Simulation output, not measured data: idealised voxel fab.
Process module name: voxel ribs on slabs
Section shown: cut. Width: 200 nm. Cell size: 5 nm, square.
The cross-sections in this document take the form of a grid made of square cells. They are written out as bands, in order from top to bottom. Each band consists of one or more rows of cells.
Top, bottom (nm), then materials left to right with widths (nm); lone material tagged "all across" fills the whole band edge to edge; "empty" = empty space.
Height datum 0, below which the as-received substrate wafer is one material. Lowest band open at the bottom, running downward: "0 nm and below".
The expression "30->40" gives the width at the extremes of the band, the first number at its top row of cells and the second at its bottom row, with the width changing by equal amounts from each row to the next in between.
Basically "remains unaltered" means that step didn't change any cell in the cross-section.
The entry "Closed void catalog" lists the empty spaces that cover at least 8 cells and have no open path to the top. Each is written as width x height at distance, where the distance is measured from the left edge and all three values are in nm.
What comes after the settings on a step's line is commentary from the simulator itself on that step.
"overlay nm" denotes, for a step that has a mask, the displacement of the mask to the right of its planned place, with negative values corresponding to the left.

LIST OF PLANNED PROCESS STEPS
1) RECEIVE,material Si
2) DIRECTIONAL_DEP,material SiO2,thk nm 25
3) DIRECTIONAL_DEP,material polySi,thk nm 15
4) MASKED_ETCH,tone cover,mask id RIB,width nm 20,etch materials polySi,depth nm 10,overlay nm 0
5) MASKED_ETCH,tone cover,mask id SLAB,width nm 60,etch materials polySi,depth nm 5,overlay nm 0
6) FILL_DEP,material SiO2,thk nm 20
7) CMP,height nm 55
8) DIRECTIONAL_DEP,material TiN,thk nm 5
9) PATTERN,tone cover,mask id HEATER,material resist,width nm 30,thk nm 15,overlay nm 0
10) DIRECTIONAL_ETCH,etch materials TiN,depth nm 5
11) STRIP,etch materials resist
12) CONFORMAL_DEP,material SiN,thk nm 10

FIRST WAFER, AS PLANNED

CROSS-SECTIONAL VIEW OF THE WAFER IN ITS AS-RECEIVED CONDITION, CORRESPONDING TO THE STATE AFTER STEP 1
	0 nm and below | Si all across
	Closed void catalog: none

CROSS-SECTIONAL REPRESENTATION OF THE WAFER AT THE CONCLUSION OF STEP 2
	25 nm to 0 nm | SiO2 all across
	Everything under 0 stays put, no change at all.

CROSS-SECTIONAL REPRESENTATION OF THE WAFER AT THE CONCLUSION OF STEP 3
	40 nm to 25 nm | polySi all across
	Everything under 25 stays put, no change at all.

CROSS-SECTIONAL REPRESENTATION OF THE WAFER AT THE CONCLUSION OF STEP 4
	40 nm to 30 nm | 90 nm empty, then 20 nm polySi, then 90 nm empty
	Everything under 30 stays put, no change at all.

CROSS-SECTIONAL REPRESENTATION OF THE WAFER AT THE CONCLUSION OF STEP 5
	40 nm to 30 nm | 90 nm empty, then 20 nm polySi, then 90 nm empty
	30 nm to 25 nm | 70 nm empty, then 60 nm polySi, then 70 nm empty
	Everything under 25 stays put, no change at all.

CROSS-SECTIONAL REPRESENTATION OF THE WAFER AT THE CONCLUSION OF STEP 6
	60 nm to 40 nm | SiO2 all across
	40 nm to 30 nm | 90 nm SiO2, then 20 nm polySi, then 90 nm SiO2
	30 nm to 25 nm | 70 nm SiO2, then 60 nm polySi, then 70 nm SiO2
	Everything under 25 stays put, no change at all.

CROSS-SECTIONAL REPRESENTATION OF THE WAFER AT THE CONCLUSION OF STEP 7
	55 nm to 40 nm | SiO2 all across
	Everything under 40 stays put, no change at all.

CROSS-SECTIONAL REPRESENTATION OF THE WAFER AT THE CONCLUSION OF STEP 8
	60 nm to 55 nm | TiN all across
	Everything under 55 stays put, no change at all.

CROSS-SECTIONAL REPRESENTATION OF THE WAFER AT THE CONCLUSION OF STEP 9
	75 nm to 60 nm | 85 nm empty, then 30 nm resist, then 85 nm empty
	Everything under 60 stays put, no change at all.

CROSS-SECTIONAL REPRESENTATION OF THE WAFER AT THE CONCLUSION OF STEP 10
	75 nm to 60 nm | 85 nm empty, then 30 nm resist, then 85 nm empty
	60 nm to 55 nm | 85 nm empty, then 30 nm TiN, then 85 nm empty
	Everything under 55 stays put, no change at all.

CROSS-SECTIONAL REPRESENTATION OF THE WAFER AT THE CONCLUSION OF STEP 11
	60 nm to 55 nm | 85 nm empty, then 30 nm TiN, then 85 nm empty
	Everything under 55 stays put, no change at all.

CROSS-SECTIONAL REPRESENTATION OF THE WAFER AT THE CONCLUSION OF STEP 12
	70 nm to 65 nm | 75 nm empty, then 50 nm SiN, then 75 nm empty
	65 nm to 60 nm | SiN all across
	60 nm to 55 nm | 85 nm SiN, then 30 nm TiN, then 85 nm SiN
	Everything under 55 stays put, no change at all.

OKAY, SECOND WAFER. NOTHING DIFFERENT AT THE START, NOTHING DIFFERENT IN THE PLAN, JUST ONE MISTAKE SOMEWHERE IN THE RUNNING. AS FAR AS STEP 3, COUNTING THAT STEP, IT'S THE FIRST WAFER ALL OVER AGAIN

CROSS-SECTION OF THE SECOND WAFER CORRESPONDING TO THE PLANNED CONCLUSION OF STEP 4
	40 nm to 30 nm | 90 nm polySi, then 20 nm empty, then 90 nm polySi
	Everything under 30 stays put, no change at all.

CROSS-SECTION OF THE SECOND WAFER CORRESPONDING TO THE PLANNED CONCLUSION OF STEP 5
	40 nm to 35 nm | 70 nm empty, then 20 nm polySi, then 20 nm empty, then 20 nm polySi, then 70 nm empty
	Everything under 35 stays put, no change at all.

CROSS-SECTION OF THE SECOND WAFER CORRESPONDING TO THE PLANNED CONCLUSION OF STEP 6
	60 nm to 40 nm | SiO2 all across
	40 nm to 35 nm | 70 nm SiO2, then 20 nm polySi, then 20 nm SiO2, then 20 nm polySi, then 70 nm SiO2
	35 nm to 30 nm | 90 nm polySi, then 20 nm SiO2, then 90 nm polySi
	Everything under 30 stays put, no change at all.

CROSS-SECTION OF THE SECOND WAFER CORRESPONDING TO THE PLANNED CONCLUSION OF STEP 7
	55 nm to 40 nm | SiO2 all across
	Everything under 40 stays put, no change at all.

CROSS-SECTION OF THE SECOND WAFER CORRESPONDING TO THE PLANNED CONCLUSION OF STEP 8
	60 nm to 55 nm | TiN all across
	Everything under 55 stays put, no change at all.

CROSS-SECTION OF THE SECOND WAFER CORRESPONDING TO THE PLANNED CONCLUSION OF STEP 9
	75 nm to 60 nm | 85 nm empty, then 30 nm resist, then 85 nm empty
	Everything under 60 stays put, no change at all.

CROSS-SECTION OF THE SECOND WAFER CORRESPONDING TO THE PLANNED CONCLUSION OF STEP 10
	75 nm to 60 nm | 85 nm empty, then 30 nm resist, then 85 nm empty
	60 nm to 55 nm | 85 nm empty, then 30 nm TiN, then 85 nm empty
	Everything under 55 stays put, no change at all.

CROSS-SECTION OF THE SECOND WAFER CORRESPONDING TO THE PLANNED CONCLUSION OF STEP 11
	60 nm to 55 nm | 85 nm empty, then 30 nm TiN, then 85 nm empty
	Everything under 55 stays put, no change at all.

CROSS-SECTION OF THE SECOND WAFER CORRESPONDING TO THE PLANNED CONCLUSION OF STEP 12
	70 nm to 65 nm | 75 nm empty, then 50 nm SiN, then 75 nm empty
	65 nm to 60 nm | SiN all across
	60 nm to 55 nm | 85 nm SiN, then 30 nm TiN, then 85 nm SiN
	Everything under 55 stays put, no change at all.
What went wrong in running the wafer? in deviation from the planned setting, step 4 was conducted as MASKED_ETCH,tone open,mask id RIB,width nm 20,etch materials polySi,depth nm 10,overlay nm 0
Final tally in cells, some materials are higher or lower on the second wafer than on the first: SiO2: 64 fewer, polySi: 64 more
